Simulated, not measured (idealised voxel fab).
process module | voxel transistor to metal
Pictured: cross-section cut, 210 nm wide, on a grid of 5 nm square cells.
Format of a cross-section: grid, square cells. Given as bands. Order: top down. Band: one or more rows of cells. Within each band entry, the heights of the top and of the bottom of the band appear first, in that order and in nm; the materials of the band then follow from left to right, each with its corresponding width in nm. The designation "full width" on a single material indicates that it fills the band from edge to edge; the designation "blank" indicates empty space. Note: height 0 marks the level under which the wafer is uniformly one material as received. Lowest band unbounded below, written "0 -> down". Note: "30->40" means the width goes from the first number (top row of the band) to the second number (bottom row) in equal steps per row of cells. "nothing was modified" means the step left every cell of the cross-section as it was. You'll see "Closed internal voids" listing empty spaces that have no way open to the top, as long as they're 8 cells or more; the notation is width x height at distance, where the distance is from the left edge, and all of it is in nm. Note: text after step settings on the step line = simulator remark on that step. What "overlay nm" on a step's line means: if the step has a mask, that mask lay this far to the right of its planned place, or, when the value is negative, to the left.
Listed below are the process steps as planned:
1: RECEIVE | material Si
2: CONFORMAL_DEP | material SiO2 | thk nm 5
3: CONFORMAL_DEP | material SiN | thk nm 15
4: DIRECTIONAL_DEP | material aC | thk nm 10
5: PATTERN | tone cover | mask id ACTIVE | material resist | width nm 105 | thk nm 30 | overlay nm 0
6: DIRECTIONAL_ETCH | etch materials aC | depth nm 10
7: STRIP | etch materials resist
8: DIRECTIONAL_ETCH | etch materials SiN | depth nm 15
9: DIRECTIONAL_ETCH | etch materials SiO2 | depth nm 5
10: DIRECTIONAL_ETCH | etch materials Si | depth nm 25
11: STRIP | etch materials aC
12: OXIDIZE | depth nm 5
13: FILL_DEP | material SiO2 | thk nm 5
14: CMP | height nm 20
15: SELECTIVE_ETCH | etch materials SiO2 | depth nm 10
16: STRIP | etch materials SiN
17: SELECTIVE_ETCH | etch materials SiO2 | depth nm 5
18: OXIDIZE | depth nm 5
19: DIRECTIONAL_DEP | material polySi | thk nm 30
20: DIRECTIONAL_DEP | material SiCN | thk nm 15
21: MASKED_ETCH | tone cover | mask id GATE | width nm 25 | etch materials SiCN | depth nm 25 | overlay nm 0
22: MASKED_ETCH | tone cover | mask id GATE | width nm 25 | etch materials polySi | depth nm 40 | overlay nm 0
23: CONFORMAL_DEP | material SiO2 | thk nm 5
24: DIRECTIONAL_ETCH | etch materials SiO2 | depth nm 5
25: CONFORMAL_DEP | material SiN | thk nm 5
26: DIRECTIONAL_ETCH | etch materials SiN | depth nm 5
27: DIRECTIONAL_ETCH | etch materials SiO2 | depth nm 5
28: DIRECTIONAL_ETCH | etch materials Si | depth nm 5
29: EPI | material SiGe | thk nm 5
30: FILL_DEP | material SiO2 | thk nm 5
31: CMP | height nm 30
32: STRIP | etch materials polySi
33: SELECTIVE_ETCH | etch materials SiO2 | depth nm 5
34: CONFORMAL_DEP | material HfO2 | thk nm 5
35: CONFORMAL_DEP | material TiN | thk nm 5
36: FILL_DEP | material W | thk nm 10
37: CMP | height nm 25
38: DIRECTIONAL_DEP | material SiO2 | thk nm 15
39: DIRECTIONAL_DEP | material aC | thk nm 15
40: PATTERN | tone open | mask id CONTACT | material resist | width nm 20 | pitch nm 75 | thk nm 30 | overlay nm 0
41: DIRECTIONAL_ETCH | etch materials aC | depth nm 15
42: STRIP | etch materials resist
43: DIRECTIONAL_ETCH | etch materials SiO2 | depth nm 45
44: STRIP | etch materials aC
45: CONFORMAL_DEP | material TiN | thk nm 5
46: FILL_DEP | material W | thk nm 5
47: CMP | height nm 40
48: CONFORMAL_DEP | material SiN | thk nm 5
49: DIRECTIONAL_DEP | material SiO2 | thk nm 15
50: MASKED_ETCH | tone open | mask id METAL_1 | width nm 20 | pitch nm 75 | etch materials SiO2 | depth nm 15 | overlay nm 0
51: MASKED_ETCH | tone open | mask id METAL_1 | width nm 20 | pitch nm 75 | etch materials SiN | depth nm 5 | overlay nm -15
52: CONFORMAL_DEP | material TiN | thk nm 5
53: FILL_DEP | material Cu | thk nm 5
54: CMP | height nm 60
55: EPI | material Ru | thk nm 5
56: FILL_DEP | material SiCN | thk nm 5
Quick note for whoever runs this: the wafers start identical, but the overlay nm at step 51 isn't the same across them. The plan just shows what the first wafer had.
Cross-sectional view of the first of several wafers in the as-received condition, corresponding to the state following step 1:
> 0 -> down = Si full width
> Closed internal voids: none
First of several wafers in cross-section at module end, following the final step, step 56:
> 70 -> 65 = SiCN full width
> 65 -> 60 = SiCN 50 nm, Ru 30 nm, SiCN 45 nm, Ru 30 nm, SiCN 55 nm
> 60 -> 50 = SiO2 55 nm, TiN 5 nm, Cu 10 nm, TiN 5 nm, SiO2 55 nm, TiN 5 nm, Cu 10 nm, TiN 5 nm, SiO2 60 nm
> 50 -> 45 = SiO2 55 nm, TiN 20 nm, SiO2 55 nm, TiN 20 nm, SiO2 60 nm
> 45 -> 40 = SiN 55 nm, TiN 5 nm, SiN 70 nm, TiN 5 nm, SiN 75 nm
> 40 -> 25 = SiO2 55 nm, TiN 5 nm, W 10 nm, TiN 5 nm, SiO2 55 nm, TiN 5 nm, W 10 nm, TiN 5 nm, SiO2 60 nm
> 25 -> 5 = SiO2 55 nm, TiN 5 nm, W 10 nm, TiN 5 nm, SiO2 5 nm, SiN 5 nm, HfO2 5 nm, TiN 5 nm, W 15 nm, TiN 5 nm, HfO2 5 nm, SiN 5 nm, SiO2 5 nm, TiN 5 nm, W 10 nm, TiN 5 nm, SiO2 60 nm
> 5 -> 0 = SiO2 50 nm, SiN 5 nm, TiN 5 nm, W 10 nm, TiN 5 nm, SiO2 5 nm, SiN 5 nm, HfO2 5 nm, TiN 25 nm, HfO2 5 nm, SiN 5 nm, SiO2 5 nm, TiN 5 nm, W 10 nm, TiN 5 nm, SiN 5 nm, SiO2 55 nm
> 0 -> -5 = SiO2 55 nm, TiN 20 nm, SiGe 5 nm, SiO2 5 nm, HfO2 35 nm, SiO2 5 nm, SiGe 5 nm, TiN 20 nm, SiO2 60 nm
> -5 -> -10 = SiO2 55 nm, SiGe 25 nm, Si 45 nm, SiGe 25 nm, SiO2 60 nm
> -10 -> -30 = SiO2 55 nm, Si 95 nm, SiO2 60 nm
> -30 -> down = Si full width
> Closed internal voids: none
Last wafer x-sec, end of module:
> 70 -> 65 = SiCN full width
> 65 -> 60 = SiCN 50 nm, Ru 30 nm, SiCN 45 nm, Ru 30 nm, SiCN 55 nm
> 60 -> 50 = SiO2 55 nm, TiN 5 nm, Cu 10 nm, TiN 5 nm, SiO2 55 nm, TiN 5 nm, Cu 10 nm, TiN 5 nm, SiO2 60 nm
> 50 -> 45 = SiO2 55 nm, TiN 20 nm, SiO2 55 nm, TiN 20 nm, SiO2 60 nm
> 45 -> 40 = SiN 70 nm, TiN 5 nm, SiN 70 nm, TiN 5 nm, SiN 60 nm
> 40 -> 25 = SiO2 55 nm, TiN 5 nm, W 10 nm, TiN 5 nm, SiO2 55 nm, TiN 5 nm, W 10 nm, TiN 5 nm, SiO2 60 nm
> 25 -> 5 = SiO2 55 nm, TiN 5 nm, W 10 nm, TiN 5 nm, SiO2 5 nm, SiN 5 nm, HfO2 5 nm, TiN 5 nm, W 15 nm, TiN 5 nm, HfO2 5 nm, SiN 5 nm, SiO2 5 nm, TiN 5 nm, W 10 nm, TiN 5 nm, SiO2 60 nm
> 5 -> 0 = SiO2 50 nm, SiN 5 nm, TiN 5 nm, W 10 nm, TiN 5 nm, SiO2 5 nm, SiN 5 nm, HfO2 5 nm, TiN 25 nm, HfO2 5 nm, SiN 5 nm, SiO2 5 nm, TiN 5 nm, W 10 nm, TiN 5 nm, SiN 5 nm, SiO2 55 nm
> 0 -> -5 = SiO2 55 nm, TiN 20 nm, SiGe 5 nm, SiO2 5 nm, HfO2 35 nm, SiO2 5 nm, SiGe 5 nm, TiN 20 nm, SiO2 60 nm
> -5 -> -10 = SiO2 55 nm, SiGe 25 nm, Si 45 nm, SiGe 25 nm, SiO2 60 nm
> -10 -> -30 = SiO2 55 nm, Si 95 nm, SiO2 60 nm
> -30 -> down = Si full width
> Closed internal voids: none
Heads up, this table goes wafer by wafer. A row tells you, at the end of the module, how many cells of each material that wafer has put on (+) or dropped (-) since it was received, and then its closed voids:
overlay nm -15 | +8 Cu | +17 HfO2 | +12 Ru | -167 Si | +72 SiCN | +12 SiGe | +52 SiN | +467 SiO2 | +71 TiN | +44 W | Closed internal voids: none
overlay nm -10 | +8 Cu | +17 HfO2 | +12 Ru | -167 Si | +72 SiCN | +12 SiGe | +50 SiN | +467 SiO2 | +73 TiN | +44 W | Closed internal voids: none
overlay nm -5 | +10 Cu | +17 HfO2 | +12 Ru | -167 Si | +72 SiCN | +12 SiGe | +48 SiN | +467 SiO2 | +73 TiN | +44 W | Closed internal voids: none
overlay nm 0 | +12 Cu | +17 HfO2 | +12 Ru | -167 Si | +72 SiCN | +12 SiGe | +46 SiN | +467 SiO2 | +73 TiN | +44 W | Closed internal voids: none
overlay nm 5 | +10 Cu | +17 HfO2 | +12 Ru | -167 Si | +72 SiCN | +12 SiGe | +48 SiN | +467 SiO2 | +73 TiN | +44 W | Closed internal voids: none
overlay nm 10 | +8 Cu | +17 HfO2 | +12 Ru | -167 Si | +72 SiCN | +12 SiGe | +50 SiN | +467 SiO2 | +73 TiN | +44 W | Closed internal voids: none
overlay nm 15 | +8 Cu | +17 HfO2 | +12 Ru | -167 Si | +72 SiCN | +12 SiGe | +52 SiN | +467 SiO2 | +71 TiN | +44 W | Closed internal voids: none
